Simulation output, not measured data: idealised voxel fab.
Module name: voxel self aligned vias (process module)
This is section cut - it's 245 nm across, gridded in 5 nm square cells.
Cross-sections here: square-cell grids, written as top-down lists of bands, a band being one or more rows of cells.
Basically the band line says how high the top is and how high the bottom is, in nm, and then what's in it from left to right, every material with its width in nm. Empty space shows up as "blank", and if a single material carries "throughout" it runs the full band edge to edge.
Below 0: as-received wafer, all one material; heights counted from there. Lowest band: no bottom, goes on down, written "0 -> down".
Graded width ("30 to 40"): value in top row of band = first number; value in bottom row = second number; row-to-row change constant.
The designation "same as before", where it is given for a processing step, indicates that no cell of the cross-section was altered in the course of that step.
In the "Enclosed voids" entry, you get each enclosed empty space of 8 cells or more, one with no open way to the top, written width x height at distance, distance from the left edge, in nm.
What comes after the settings on a step's line is commentary from the simulator itself on that step.
overlay nm: step with mask; distance mask lay right of planned place; negative value = left of planned place.
Reading key. Pairs: pre-step and post-step cross-section, one process step apart; post-step view only to lowest changed band. Step between + settings: beneath pair. Runs: pairs may be from different runs of this module, same starting wafer. Continuation from pair above: only where "Prior to step" entry says.

Prior to step:
	0 -> down: Si throughout
	Enclosed voids: none

State After Step:
	15 -> 0: SiO2 throughout
	Unchanged below 0.
	Enclosed voids: none
Going from one cross-section above to the next, the wafer undergoes CONFORMAL_DEP with material SiO2, thk nm 15

Prior to step: The cross-section prior to this step is the one presented after the step of the pair immediately above.

State After Step:
	20 -> 15: SiCN throughout
	Unchanged below 15.
	Enclosed voids: none
Going from one cross-section above to the next, the wafer undergoes CONFORMAL_DEP with material SiCN, thk nm 5

Prior to step: The cross-section prior to this step is the one presented after the step of the pair immediately above.

State After Step:
	45 -> 20: SiO2 throughout
	Unchanged below 20.
	Enclosed voids: none
Going from one cross-section above to the next, the wafer undergoes DIRECTIONAL_DEP with material SiO2, thk nm 25

Prior to step: The cross-section prior to this step is the one presented after the step of the pair immediately above.

State After Step:
	45 -> 20: 40 nm SiO2 / 30 nm blank / 35 nm SiO2 / 30 nm blank / 35 nm SiO2 / 30 nm blank / 45 nm SiO2
	Unchanged below 20.
	Enclosed voids: none
Going from one cross-section above to the next, the wafer undergoes MASKED_ETCH with tone open, mask id LINES, width nm 30, pitch nm 65, etch materials SiO2, depth nm 25, overlay nm 0

Prior to step: The cross-section prior to this step is the one presented after the step of the pair immediately above.

State After Step:
	50 -> 45: 45 nm TiN / 20 nm blank / 45 nm TiN / 20 nm blank / 45 nm TiN / 20 nm blank / 50 nm TiN
	45 -> 25: 40 nm SiO2 / 5 nm TiN / 20 nm blank / 5 nm TiN / 35 nm SiO2 / 5 nm TiN / 20 nm blank / 5 nm TiN / 35 nm SiO2 / 5 nm TiN / 20 nm blank / 5 nm TiN / 45 nm SiO2
	25 -> 20: 40 nm SiO2 / 30 nm TiN / 35 nm SiO2 / 30 nm TiN / 35 nm SiO2 / 30 nm TiN / 45 nm SiO2
	Unchanged below 20.
	Enclosed voids: none
Going from one cross-section above to the next, the wafer undergoes CONFORMAL_DEP with material TiN, thk nm 5

Prior to step: The cross-section prior to this step is the one presented after the step of the pair immediately above.

State After Step:
	60 -> 50: W throughout
	50 -> 45: 45 nm TiN / 20 nm W / 45 nm TiN / 20 nm W / 45 nm TiN / 20 nm W / 50 nm TiN
	45 -> 25: 40 nm SiO2 / 5 nm TiN / 20 nm W / 5 nm TiN / 35 nm SiO2 / 5 nm TiN / 20 nm W / 5 nm TiN / 35 nm SiO2 / 5 nm TiN / 20 nm W / 5 nm TiN / 45 nm SiO2
	Unchanged below 25.
	Enclosed voids: none
Going from one cross-section above to the next, the wafer undergoes FILL_DEP with material W, thk nm 10

Prior to step: The cross-section prior to this step is the one presented after the step of the pair immediately above.

State After Step:
	45 -> 25: 40 nm SiO2 / 5 nm TiN / 20 nm W / 5 nm TiN / 35 nm SiO2 / 5 nm TiN / 20 nm W / 5 nm TiN / 35 nm SiO2 / 5 nm TiN / 20 nm W / 5 nm TiN / 45 nm SiO2
	Unchanged below 25.
	Enclosed voids: none
Going from one cross-section above to the next, the wafer undergoes CMP with height nm 45

Prior to step: The cross-section prior to this step is the one presented after the step of the pair immediately above.

State After Step:
	45 -> 40: 40 nm SiO2 / 30 nm blank / 35 nm SiO2 / 30 nm blank / 35 nm SiO2 / 30 nm blank / 45 nm SiO2
	Unchanged below 40.
	Enclosed voids: none
Going from one cross-section above to the next, the wafer undergoes SELECTIVE_ETCH with etch materials W Ru TiN, depth nm 5

Prior to step: The cross-section prior to this step is the one presented after the step of the pair immediately above.

State After Step:
	50 -> 45: SiN throughout
	45 -> 40: 40 nm SiO2 / 30 nm SiN / 35 nm SiO2 / 30 nm SiN / 35 nm SiO2 / 30 nm SiN / 45 nm SiO2
	Unchanged below 40.
	Enclosed voids: none
Going from one cross-section above to the next, the wafer undergoes FILL_DEP with material SiN, thk nm 5

Prior to step: The cross-section prior to this step is the one presented after the step of the pair immediately above.

State After Step:
	45 -> 40: 40 nm SiO2 / 30 nm SiN / 35 nm SiO2 / 30 nm SiN / 35 nm SiO2 / 30 nm SiN / 45 nm SiO2
	Unchanged below 40.
	Enclosed voids: none
Going from one cross-section above to the next, the wafer undergoes CMP with height nm 45

Prior to step: The cross-section prior to this step is the one presented after the step of the pair immediately above.

State After Step:
	60 -> 45: SiO2 throughout
	Unchanged below 45.
	Enclosed voids: none
Going from one cross-section above to the next, the wafer undergoes DIRECTIONAL_DEP with material SiO2, thk nm 15

Prior to step: The cross-section prior to this step is the one presented after the step of the pair immediately above.

State After Step:
	60 -> 45: 30 nm SiO2 / 50 nm blank / 15 nm SiO2 / 50 nm blank / 15 nm SiO2 / 50 nm blank / 35 nm SiO2
	Unchanged below 45.
	Enclosed voids: none
Going from one cross-section above to the next, the wafer undergoes MASKED_ETCH with tone open, mask id VIAS, width nm 50, pitch nm 65, etch materials SiO2, depth nm 15, overlay nm 0

Prior to step: The cross-section prior to this step is the one presented after the step of the pair immediately above.

State After Step:
	60 -> 45: 30 nm SiO2 / 50 nm blank / 15 nm SiO2 / 50 nm blank / 15 nm SiO2 / 50 nm blank / 35 nm SiO2
	45 -> 40: 40 nm SiO2 / 30 nm blank / 35 nm SiO2 / 30 nm blank / 35 nm SiO2 / 30 nm blank / 45 nm SiO2
	Unchanged below 40.
	Enclosed voids: none
Going from one cross-section above to the next, the wafer undergoes MASKED_ETCH with tone open, mask id VIAS, width nm 50, pitch nm 65, etch materials SiN, depth nm 5, overlay nm 0

Prior to step: The cross-section prior to this step is the one presented after the step of the pair immediately above.

State After Step:
	65 -> 60: 35 nm TiN / 40 nm blank / 25 nm TiN / 40 nm blank / 25 nm TiN / 40 nm blank / 40 nm TiN
	60 -> 50: 30 nm SiO2 / 5 nm TiN / 40 nm blank / 5 nm TiN / 15 nm SiO2 / 5 nm TiN / 40 nm blank / 5 nm TiN / 15 nm SiO2 / 5 nm TiN / 40 nm blank / 5 nm TiN / 35 nm SiO2
	50 -> 45: 30 nm SiO2 / 15 nm TiN / 20 nm blank / 15 nm TiN / 15 nm SiO2 / 15 nm TiN / 20 nm blank / 15 nm TiN / 15 nm SiO2 / 15 nm TiN / 20 nm blank / 15 nm TiN / 35 nm SiO2
	45 -> 40: 40 nm SiO2 / 30 nm TiN / 35 nm SiO2 / 30 nm TiN / 35 nm SiO2 / 30 nm TiN / 45 nm SiO2
	Unchanged below 40.
	Enclosed voids: none
Going from one cross-section above to the next, the wafer undergoes CONFORMAL_DEP with material TiN, thk nm 5

Prior to step: The cross-section prior to this step is the one presented after the step of the pair immediately above.

State After Step:
	70 -> 65: W throughout
	65 -> 60: 35 nm TiN / 40 nm W / 25 nm TiN / 40 nm W / 25 nm TiN / 40 nm W / 40 nm TiN
	60 -> 50: 30 nm SiO2 / 5 nm TiN / 40 nm W / 5 nm TiN / 15 nm SiO2 / 5 nm TiN / 40 nm W / 5 nm TiN / 15 nm SiO2 / 5 nm TiN / 40 nm W / 5 nm TiN / 35 nm SiO2
	50 -> 45: 30 nm SiO2 / 15 nm TiN / 20 nm W / 15 nm TiN / 15 nm SiO2 / 15 nm TiN / 20 nm W / 15 nm TiN / 15 nm SiO2 / 15 nm TiN / 20 nm W / 15 nm TiN / 35 nm SiO2
	Unchanged below 45.
	Enclosed voids: none
Going from one cross-section above to the next, the wafer undergoes FILL_DEP with material W, thk nm 5

Prior to step: The cross-section prior to this step is the one presented after the step of the pair immediately above.

State After Step:
	60 -> 50: 30 nm SiO2 / 5 nm TiN / 40 nm W / 5 nm TiN / 15 nm SiO2 / 5 nm TiN / 40 nm W / 5 nm TiN / 15 nm SiO2 / 5 nm TiN / 40 nm W / 5 nm TiN / 35 nm SiO2
	Unchanged below 50.
	Enclosed voids: none
Going from one cross-section above to the next, the wafer undergoes CMP with height nm 60

Prior to step: The cross-section prior to this step is the one presented after the step of the pair immediately above.

State After Step:
	65 -> 60: SiCN throughout
	Unchanged below 60.
	Enclosed voids: none
Going from one cross-section above to the next, the wafer undergoes CONFORMAL_DEP with material SiCN, thk nm 5

Prior to step:
	15 -> 0: SiO2 throughout
	0 -> down: Si throughout
	Enclosed voids: none

State After Step:
	40 -> 0: SiO2 throughout
	Unchanged below 0.
	Enclosed voids: none
Going from one cross-section above to the next, the wafer undergoes DIRECTIONAL_DEP with material SiO2, thk nm 25

Prior to step: The cross-section prior to this step is the one presented after the step of the pair immediately above.

State After Step:
	40 -> 15: 40 nm SiO2 / 30 nm blank / 35 nm SiO2 / 30 nm blank / 35 nm SiO2 / 30 nm blank / 45 nm SiO2
	Unchanged below 15.
	Enclosed voids: none
Going from one cross-section above to the next, the wafer undergoes MASKED_ETCH with tone open, mask id LINES, width nm 30, pitch nm 65, etch materials SiO2, depth nm 25, overlay nm 0

Prior to step: The cross-section prior to this step is the one presented after the step of the pair immediately above.

State After Step:
	45 -> 40: 45 nm TiN / 20 nm blank / 45 nm TiN / 20 nm blank / 45 nm TiN / 20 nm blank / 50 nm TiN
	40 -> 20: 40 nm SiO2 / 5 nm TiN / 20 nm blank / 5 nm TiN / 35 nm SiO2 / 5 nm TiN / 20 nm blank / 5 nm TiN / 35 nm SiO2 / 5 nm TiN / 20 nm blank / 5 nm TiN / 45 nm SiO2
	20 -> 15: 40 nm SiO2 / 30 nm TiN / 35 nm SiO2 / 30 nm TiN / 35 nm SiO2 / 30 nm TiN / 45 nm SiO2
	Unchanged below 15.
	Enclosed voids: none
Going from one cross-section above to the next, the wafer undergoes CONFORMAL_DEP with material TiN, thk nm 5

Prior to step: The cross-section prior to this step is the one presented after the step of the pair immediately above.

State After Step:
	55 -> 45: W throughout
	45 -> 40: 45 nm TiN / 20 nm W / 45 nm TiN / 20 nm W / 45 nm TiN / 20 nm W / 50 nm TiN
	40 -> 20: 40 nm SiO2 / 5 nm TiN / 20 nm W / 5 nm TiN / 35 nm SiO2 / 5 nm TiN / 20 nm W / 5 nm TiN / 35 nm SiO2 / 5 nm TiN / 20 nm W / 5 nm TiN / 45 nm SiO2
	Unchanged below 20.
	Enclosed voids: none
Going from one cross-section above to the next, the wafer undergoes FILL_DEP with material W, thk nm 10

Prior to step: The cross-section prior to this step is the one presented after the step of the pair immediately above.

State After Step:
	45 -> 40: 45 nm TiN / 20 nm W / 45 nm TiN / 20 nm W / 45 nm TiN / 20 nm W / 50 nm TiN
	Unchanged below 40.
	Enclosed voids: none
Going from one cross-section above to the next, the wafer undergoes CMP with height nm 45

Prior to step: The cross-section prior to this step is the one presented after the step of the pair immediately above.

State After Step:
	40 -> 20: 40 nm SiO2 / 5 nm TiN / 20 nm W / 5 nm TiN / 35 nm SiO2 / 5 nm TiN / 20 nm W / 5 nm TiN / 35 nm SiO2 / 5 nm TiN / 20 nm W / 5 nm TiN / 45 nm SiO2
	Unchanged below 20.
	Enclosed voids: none
Going from one cross-section above to the next, the wafer undergoes SELECTIVE_ETCH with etch materials W Ru TiN, depth nm 5

Prior to step: The cross-section prior to this step is the one presented after the step of the pair immediately above.

State After Step:
	45 -> 40: SiN throughout
	Unchanged below 40.
	Enclosed voids: none
Going from one cross-section above to the next, the wafer undergoes FILL_DEP with material SiN, thk nm 5

Prior to step: The cross-section prior to this step is the one presented after the step of the pair immediately above.

State After Step:
	60 -> 45: SiO2 throughout
	Unchanged below 45.
	Enclosed voids: none
Going from one cross-section above to the next, the wafer undergoes DIRECTIONAL_DEP with material SiO2, thk nm 15

Prior to step: The cross-section prior to this step is the one presented after the step of the pair immediately above.

State After Step:
	60 -> 45: 30 nm SiO2 / 50 nm blank / 15 nm SiO2 / 50 nm blank / 15 nm SiO2 / 50 nm blank / 35 nm SiO2
	Unchanged below 45.
	Enclosed voids: none
Going from one cross-section above to the next, the wafer undergoes MASKED_ETCH with tone open, mask id VIAS, width nm 50, pitch nm 65, etch materials SiO2, depth nm 15, overlay nm 0

Prior to step: The cross-section prior to this step is the one presented after the step of the pair immediately above.

State After Step:
	60 -> 45: 30 nm SiO2 / 50 nm blank / 15 nm SiO2 / 50 nm blank / 15 nm SiO2 / 50 nm blank / 35 nm SiO2
	45 -> 40: 30 nm SiN / 50 nm blank / 15 nm SiN / 50 nm blank / 15 nm SiN / 50 nm blank / 35 nm SiN
	Unchanged below 40.
	Enclosed voids: none
Going from one cross-section above to the next, the wafer undergoes MASKED_ETCH with tone open, mask id VIAS, width nm 50, pitch nm 65, etch materials SiN, depth nm 5, overlay nm 0

Prior to step: The cross-section prior to this step is the one presented after the step of the pair immediately above.

State After Step:
	65 -> 60: 35 nm TiN / 40 nm blank / 25 nm TiN / 40 nm blank / 25 nm TiN / 40 nm blank / 40 nm TiN
	60 -> 45: 30 nm SiO2 / 5 nm TiN / 40 nm blank / 5 nm TiN / 15 nm SiO2 / 5 nm TiN / 40 nm blank / 5 nm TiN / 15 nm SiO2 / 5 nm TiN / 40 nm blank / 5 nm TiN / 35 nm SiO2
	45 -> 40: 30 nm SiN / 50 nm TiN / 15 nm SiN / 50 nm TiN / 15 nm SiN / 50 nm TiN / 35 nm SiN
	Unchanged below 40.
	Enclosed voids: none
Going from one cross-section above to the next, the wafer undergoes CONFORMAL_DEP with material TiN, thk nm 5

Prior to step: The cross-section prior to this step is the one presented after the step of the pair immediately above.

State After Step:
	70 -> 65: W throughout
	65 -> 60: 35 nm TiN / 40 nm W / 25 nm TiN / 40 nm W / 25 nm TiN / 40 nm W / 40 nm TiN
	60 -> 45: 30 nm SiO2 / 5 nm TiN / 40 nm W / 5 nm TiN / 15 nm SiO2 / 5 nm TiN / 40 nm W / 5 nm TiN / 15 nm SiO2 / 5 nm TiN / 40 nm W / 5 nm TiN / 35 nm SiO2
	Unchanged below 45.
	Enclosed voids: none
Going from one cross-section above to the next, the wafer undergoes FILL_DEP with material W, thk nm 5

Prior to step: The cross-section prior to this step is the one presented after the step of the pair immediately above.

State After Step:
	60 -> 45: 30 nm SiO2 / 5 nm TiN / 40 nm W / 5 nm TiN / 15 nm SiO2 / 5 nm TiN / 40 nm W / 5 nm TiN / 15 nm SiO2 / 5 nm TiN / 40 nm W / 5 nm TiN / 35 nm SiO2
	Unchanged below 45.
	Enclosed voids: none
Going from one cross-section above to the next, the wafer undergoes CMP with height nm 60

Prior to step: The cross-section prior to this step is the one presented after the step of the pair immediately above.

State After Step:
	65 -> 60: SiCN throughout
	Unchanged below 60.
	Enclosed voids: none
Going from one cross-section above to the next, the wafer undergoes CONFORMAL_DEP with material SiCN, thk nm 5

Prior to step:
	60 -> 45: 30 nm SiO2 / 50 nm blank / 15 nm SiO2 / 50 nm blank / 15 nm SiO2 / 50 nm blank / 35 nm SiO2
	45 -> 40: 40 nm SiO2 / 30 nm SiN / 35 nm SiO2 / 30 nm SiN / 35 nm SiO2 / 30 nm SiN / 45 nm SiO2
	40 -> 25: 40 nm SiO2 / 5 nm TiN / 20 nm W / 5 nm TiN / 35 nm SiO2 / 5 nm TiN / 20 nm W / 5 nm TiN / 35 nm SiO2 / 5 nm TiN / 20 nm W / 5 nm TiN / 45 nm SiO2
	25 -> 20: 40 nm SiO2 / 30 nm TiN / 35 nm SiO2 / 30 nm TiN / 35 nm SiO2 / 30 nm TiN / 45 nm SiO2
	20 -> 15: SiCN throughout
	15 -> 0: SiO2 throughout
	0 -> down: Si throughout
	Enclosed voids: none

State After Step:
	60 -> 45: 30 nm SiO2 / 50 nm blank / 15 nm SiO2 / 50 nm blank / 15 nm SiO2 / 50 nm blank / 35 nm SiO2
	45 -> 40: 30 nm SiO2 / 10 nm blank / 30 nm SiN / 10 nm blank / 15 nm SiO2 / 10 nm blank / 30 nm SiN / 10 nm blank / 15 nm SiO2 / 10 nm blank / 30 nm SiN / 10 nm blank / 35 nm SiO2
	40 -> 30: 30 nm SiO2 / 10 nm blank / 5 nm TiN / 20 nm W / 5 nm TiN / 10 nm blank / 15 nm SiO2 / 10 nm blank / 5 nm TiN / 20 nm W / 5 nm TiN / 10 nm blank / 15 nm SiO2 / 10 nm blank / 5 nm TiN / 20 nm W / 5 nm TiN / 10 nm blank / 35 nm SiO2
	Unchanged below 30.
	Enclosed voids: none
Going from one cross-section above to the next, the wafer undergoes MASKED_ETCH with tone open, mask id VIAS, width nm 50, pitch nm 65, etch materials SiO2, depth nm 15, overlay nm 0

Prior to step: The cross-section prior to this step is the one presented after the step of the pair immediately above.

State After Step:
	60 -> 40: 30 nm SiO2 / 50 nm blank / 15 nm SiO2 / 50 nm blank / 15 nm SiO2 / 50 nm blank / 35 nm SiO2
	Unchanged below 40.
	Enclosed voids: none
Going from one cross-section above to the next, the wafer undergoes MASKED_ETCH with tone open, mask id VIAS, width nm 50, pitch nm 65, etch materials SiN, depth nm 5, overlay nm 0

Prior to step: The cross-section prior to this step is the one presented after the step of the pair immediately above.

State After Step:
	65 -> 60: 35 nm TiN / 40 nm blank / 25 nm TiN / 40 nm blank / 25 nm TiN / 40 nm blank / 40 nm TiN
	60 -> 45: 30 nm SiO2 / 5 nm TiN / 40 nm blank / 5 nm TiN / 15 nm SiO2 / 5 nm TiN / 40 nm blank / 5 nm TiN / 15 nm SiO2 / 5 nm TiN / 40 nm blank / 5 nm TiN / 35 nm SiO2
	45 -> 40: 30 nm SiO2 / 50 nm TiN / 15 nm SiO2 / 50 nm TiN / 15 nm SiO2 / 50 nm TiN / 35 nm SiO2
	40 -> 30: 30 nm SiO2 / 15 nm TiN / 20 nm W / 15 nm TiN / 15 nm SiO2 / 15 nm TiN / 20 nm W / 15 nm TiN / 15 nm SiO2 / 15 nm TiN / 20 nm W / 15 nm TiN / 35 nm SiO2
	Unchanged below 30.
	Enclosed voids: none
Going from one cross-section above to the next, the wafer undergoes CONFORMAL_DEP with material TiN, thk nm 5

Prior to step: The cross-section prior to this step is the one presented after the step of the pair immediately above.

State After Step:
	70 -> 65: W throughout
	65 -> 60: 35 nm TiN / 40 nm W / 25 nm TiN / 40 nm W / 25 nm TiN / 40 nm W / 40 nm TiN
	60 -> 45: 30 nm SiO2 / 5 nm TiN / 40 nm W / 5 nm TiN / 15 nm SiO2 / 5 nm TiN / 40 nm W / 5 nm TiN / 15 nm SiO2 / 5 nm TiN / 40 nm W / 5 nm TiN / 35 nm SiO2
	Unchanged below 45.
	Enclosed voids: none
Going from one cross-section above to the next, the wafer undergoes FILL_DEP with material W, thk nm 5

Prior to step: The cross-section prior to this step is the one presented after the step of the pair immediately above.

State After Step:
	60 -> 45: 30 nm SiO2 / 5 nm TiN / 40 nm W / 5 nm TiN / 15 nm SiO2 / 5 nm TiN / 40 nm W / 5 nm TiN / 15 nm SiO2 / 5 nm TiN / 40 nm W / 5 nm TiN / 35 nm SiO2
	Unchanged below 45.
	Enclosed voids: none
Going from one cross-section above to the next, the wafer undergoes CMP with height nm 60

Prior to step: The cross-section prior to this step is the one presented after the step of the pair immediately above.

State After Step:
	65 -> 60: SiCN throughout
	Unchanged below 60.
	Enclosed voids: none
Going from one cross-section above to the next, the wafer undergoes CONFORMAL_DEP with material SiCN, thk nm 5

Prior to step:
	40 -> 0: SiO2 throughout
	0 -> down: Si throughout
	Enclosed voids: none

State After Step:
	45 -> 40: SiCN throughout
	Unchanged below 40.
	Enclosed voids: none
Going from one cross-section above to the next, the wafer undergoes CONFORMAL_DEP with material SiCN, thk nm 5

Prior to step: The cross-section prior to this step is the one presented after the step of the pair immediately above.

State After Step:
	50 -> 45: TiN throughout
	Unchanged below 45.
	Enclosed voids: none
Going from one cross-section above to the next, the wafer undergoes CONFORMAL_DEP with material TiN, thk nm 5

Prior to step: The cross-section prior to this step is the one presented after the step of the pair immediately above.

State After Step:
	60 -> 50: W throughout
	Unchanged below 50.
	Enclosed voids: none
Going from one cross-section above to the next, the wafer undergoes FILL_DEP with material W, thk nm 10

Prior to step: The cross-section prior to this step is the one presented after the step of the pair immediately above.

State After Step:
	45 -> 40: SiCN throughout
	Unchanged below 40.
	Enclosed voids: none
Going from one cross-section above to the next, the wafer undergoes CMP with height nm 45

Prior to step: The cross-section prior to this step is the one presented after the step of the pair immediately above.

State After Step:
	50 -> 45: SiN throughout
	Unchanged below 45.
	Enclosed voids: none
Going from one cross-section above to the next, the wafer undergoes FILL_DEP with material SiN, thk nm 5

Prior to step: The cross-section prior to this step is the one presented after the step of the pair immediately above.

State After Step:
	45 -> 40: SiCN throughout
	Unchanged below 40.
	Enclosed voids: none
Going from one cross-section above to the next, the wafer undergoes CMP with height nm 45

Prior to step: The cross-section prior to this step is the one presented after the step of the pair immediately above.

State After Step:
	60 -> 45: SiO2 throughout
	Unchanged below 45.
	Enclosed voids: none
Going from one cross-section above to the next, the wafer undergoes DIRECTIONAL_DEP with material SiO2, thk nm 15

Prior to step: The cross-section prior to this step is the one presented after the step of the pair immediately above.

State After Step:
	60 -> 45: 30 nm SiO2 / 50 nm blank / 15 nm SiO2 / 50 nm blank / 15 nm SiO2 / 50 nm blank / 35 nm SiO2
	Unchanged below 45.
	Enclosed voids: none
Going from one cross-section above to the next, the wafer undergoes MASKED_ETCH with tone open, mask id VIAS, width nm 50, pitch nm 65, etch materials SiO2, depth nm 15, overlay nm 0

Prior to step: The cross-section prior to this step is the one presented after the step of the pair immediately above.

State After Step:
	65 -> 60: 35 nm TiN / 40 nm blank / 25 nm TiN / 40 nm blank / 25 nm TiN / 40 nm blank / 40 nm TiN
	60 -> 50: 30 nm SiO2 / 5 nm TiN / 40 nm blank / 5 nm TiN / 15 nm SiO2 / 5 nm TiN / 40 nm blank / 5 nm TiN / 15 nm SiO2 / 5 nm TiN / 40 nm blank / 5 nm TiN / 35 nm SiO2
	50 -> 45: 30 nm SiO2 / 50 nm TiN / 15 nm SiO2 / 50 nm TiN / 15 nm SiO2 / 50 nm TiN / 35 nm SiO2
	Unchanged below 45.
	Enclosed voids: none
Going from one cross-section above to the next, the wafer undergoes CONFORMAL_DEP with material TiN, thk nm 5

Prior to step: The cross-section prior to this step is the one presented after the step of the pair immediately above.

State After Step:
	70 -> 65: W throughout
	65 -> 60: 35 nm TiN / 40 nm W / 25 nm TiN / 40 nm W / 25 nm TiN / 40 nm W / 40 nm TiN
	60 -> 50: 30 nm SiO2 / 5 nm TiN / 40 nm W / 5 nm TiN / 15 nm SiO2 / 5 nm TiN / 40 nm W / 5 nm TiN / 15 nm SiO2 / 5 nm TiN / 40 nm W / 5 nm TiN / 35 nm SiO2
	Unchanged below 50.
	Enclosed voids: none
Going from one cross-section above to the next, the wafer undergoes FILL_DEP with material W, thk nm 5

Prior to step: The cross-section prior to this step is the one presented after the step of the pair immediately above.

State After Step:
	60 -> 50: 30 nm SiO2 / 5 nm TiN / 40 nm W / 5 nm TiN / 15 nm SiO2 / 5 nm TiN / 40 nm W / 5 nm TiN / 15 nm SiO2 / 5 nm TiN / 40 nm W / 5 nm TiN / 35 nm SiO2
	Unchanged below 50.
	Enclosed voids: none
Going from one cross-section above to the next, the wafer undergoes CMP with height nm 60

Prior to step: The cross-section prior to this step is the one presented after the step of the pair immediately above.

State After Step:
	65 -> 60: SiCN throughout
	Unchanged below 60.
	Enclosed voids: none
Going from one cross-section above to the next, the wafer undergoes CONFORMAL_DEP with material SiCN, thk nm 5

Prior to step:
	20 -> 15: SiCN throughout
	15 -> 0: SiO2 throughout
	0 -> down: Si throughout
	Enclosed voids: none

State After Step:
	40 -> 20: SiO2 throughout
	Unchanged below 20.
	Enclosed voids: none
Going from one cross-section above to the next, the wafer undergoes DIRECTIONAL_DEP with material SiO2, thk nm 20

Prior to step: The cross-section prior to this step is the one presented after the step of the pair immediately above.

State After Step:
	40 -> 20: 40 nm SiO2 / 30 nm blank / 35 nm SiO2 / 30 nm blank / 35 nm SiO2 / 30 nm blank / 45 nm SiO2
	Unchanged below 20.
	Enclosed voids: none
Going from one cross-section above to the next, the wafer undergoes MASKED_ETCH with tone open, mask id LINES, width nm 30, pitch nm 65, etch materials SiO2, depth nm 25, overlay nm 0

Prior to step: The cross-section prior to this step is the one presented after the step of the pair immediately above.

State After Step:
	45 -> 40: 45 nm TiN / 20 nm blank / 45 nm TiN / 20 nm blank / 45 nm TiN / 20 nm blank / 50 nm TiN
	40 -> 25: 40 nm SiO2 / 5 nm TiN / 20 nm blank / 5 nm TiN / 35 nm SiO2 / 5 nm TiN / 20 nm blank / 5 nm TiN / 35 nm SiO2 / 5 nm TiN / 20 nm blank / 5 nm TiN / 45 nm SiO2
	25 -> 20: 40 nm SiO2 / 30 nm TiN / 35 nm SiO2 / 30 nm TiN / 35 nm SiO2 / 30 nm TiN / 45 nm SiO2
	Unchanged below 20.
	Enclosed voids: none
Going from one cross-section above to the next, the wafer undergoes CONFORMAL_DEP with material TiN, thk nm 5

Prior to step: The cross-section prior to this step is the one presented after the step of the pair immediately above.

State After Step:
	55 -> 45: W throughout
	45 -> 40: 45 nm TiN / 20 nm W / 45 nm TiN / 20 nm W / 45 nm TiN / 20 nm W / 50 nm TiN
	40 -> 25: 40 nm SiO2 / 5 nm TiN / 20 nm W / 5 nm TiN / 35 nm SiO2 / 5 nm TiN / 20 nm W / 5 nm TiN / 35 nm SiO2 / 5 nm TiN / 20 nm W / 5 nm TiN / 45 nm SiO2
	Unchanged below 25.
	Enclosed voids: none
Going from one cross-section above to the next, the wafer undergoes FILL_DEP with material W, thk nm 10

Prior to step: The cross-section prior to this step is the one presented after the step of the pair immediately above.

State After Step:
	45 -> 40: 45 nm TiN / 20 nm W / 45 nm TiN / 20 nm W / 45 nm TiN / 20 nm W / 50 nm TiN
	Unchanged below 40.
	Enclosed voids: none
Going from one cross-section above to the next, the wafer undergoes CMP with height nm 45

Prior to step: The cross-section prior to this step is the one presented after the step of the pair immediately above.

State After Step:
	40 -> 25: 40 nm SiO2 / 5 nm TiN / 20 nm W / 5 nm TiN / 35 nm SiO2 / 5 nm TiN / 20 nm W / 5 nm TiN / 35 nm SiO2 / 5 nm TiN / 20 nm W / 5 nm TiN / 45 nm SiO2
	Unchanged below 25.
	Enclosed voids: none
Going from one cross-section above to the next, the wafer undergoes SELECTIVE_ETCH with etch materials W Ru TiN, depth nm 5

Prior to step: The cross-section prior to this step is the one presented after the step of the pair immediately above.

State After Step:
	45 -> 40: SiN throughout
	Unchanged below 40.
	Enclosed voids: none
Going from one cross-section above to the next, the wafer undergoes FILL_DEP with material SiN, thk nm 5

Prior to step: The cross-section prior to this step is the one presented after the step of the pair immediately above.

State After Step:
	60 -> 45: SiO2 throughout
	Unchanged below 45.
	Enclosed voids: none
Going from one cross-section above to the next, the wafer undergoes DIRECTIONAL_DEP with material SiO2, thk nm 15

Prior to step: The cross-section prior to this step is the one presented after the step of the pair immediately above.

State After Step:
	60 -> 45: 30 nm SiO2 / 50 nm blank / 15 nm SiO2 / 50 nm blank / 15 nm SiO2 / 50 nm blank / 35 nm SiO2
	Unchanged below 45.
	Enclosed voids: none
Going from one cross-section above to the next, the wafer undergoes MASKED_ETCH with tone open, mask id VIAS, width nm 50, pitch nm 65, etch materials SiO2, depth nm 15, overlay nm 0

Prior to step: The cross-section prior to this step is the one presented after the step of the pair immediately above.

State After Step:
	60 -> 45: 30 nm SiO2 / 50 nm blank / 15 nm SiO2 / 50 nm blank / 15 nm SiO2 / 50 nm blank / 35 nm SiO2
	45 -> 40: 30 nm SiN / 50 nm blank / 15 nm SiN / 50 nm blank / 15 nm SiN / 50 nm blank / 35 nm SiN
	Unchanged below 40.
	Enclosed voids: none
Going from one cross-section above to the next, the wafer undergoes MASKED_ETCH with tone open, mask id VIAS, width nm 50, pitch nm 65, etch materials SiN, depth nm 5, overlay nm 0

Prior to step: The cross-section prior to this step is the one presented after the step of the pair immediately above.

State After Step:
	65 -> 60: 35 nm TiN / 40 nm blank / 25 nm TiN / 40 nm blank / 25 nm TiN / 40 nm blank / 40 nm TiN
	60 -> 45: 30 nm SiO2 / 5 nm TiN / 40 nm blank / 5 nm TiN / 15 nm SiO2 / 5 nm TiN / 40 nm blank / 5 nm TiN / 15 nm SiO2 / 5 nm TiN / 40 nm blank / 5 nm TiN / 35 nm SiO2
	45 -> 40: 30 nm SiN / 50 nm TiN / 15 nm SiN / 50 nm TiN / 15 nm SiN / 50 nm TiN / 35 nm SiN
	Unchanged below 40.
	Enclosed voids: none
Going from one cross-section above to the next, the wafer undergoes CONFORMAL_DEP with material TiN, thk nm 5

Prior to step: The cross-section prior to this step is the one presented after the step of the pair immediately above.

State After Step:
	70 -> 65: W throughout
	65 -> 60: 35 nm TiN / 40 nm W / 25 nm TiN / 40 nm W / 25 nm TiN / 40 nm W / 40 nm TiN
	60 -> 45: 30 nm SiO2 / 5 nm TiN / 40 nm W / 5 nm TiN / 15 nm SiO2 / 5 nm TiN / 40 nm W / 5 nm TiN / 15 nm SiO2 / 5 nm TiN / 40 nm W / 5 nm TiN / 35 nm SiO2
	Unchanged below 45.
	Enclosed voids: none
Going from one cross-section above to the next, the wafer undergoes FILL_DEP with material W, thk nm 5

Prior to step: The cross-section prior to this step is the one presented after the step of the pair immediately above.

State After Step:
	60 -> 45: 30 nm SiO2 / 5 nm TiN / 40 nm W / 5 nm TiN / 15 nm SiO2 / 5 nm TiN / 40 nm W / 5 nm TiN / 15 nm SiO2 / 5 nm TiN / 40 nm W / 5 nm TiN / 35 nm SiO2
	Unchanged below 45.
	Enclosed voids: none
Going from one cross-section above to the next, the wafer undergoes CMP with height nm 60
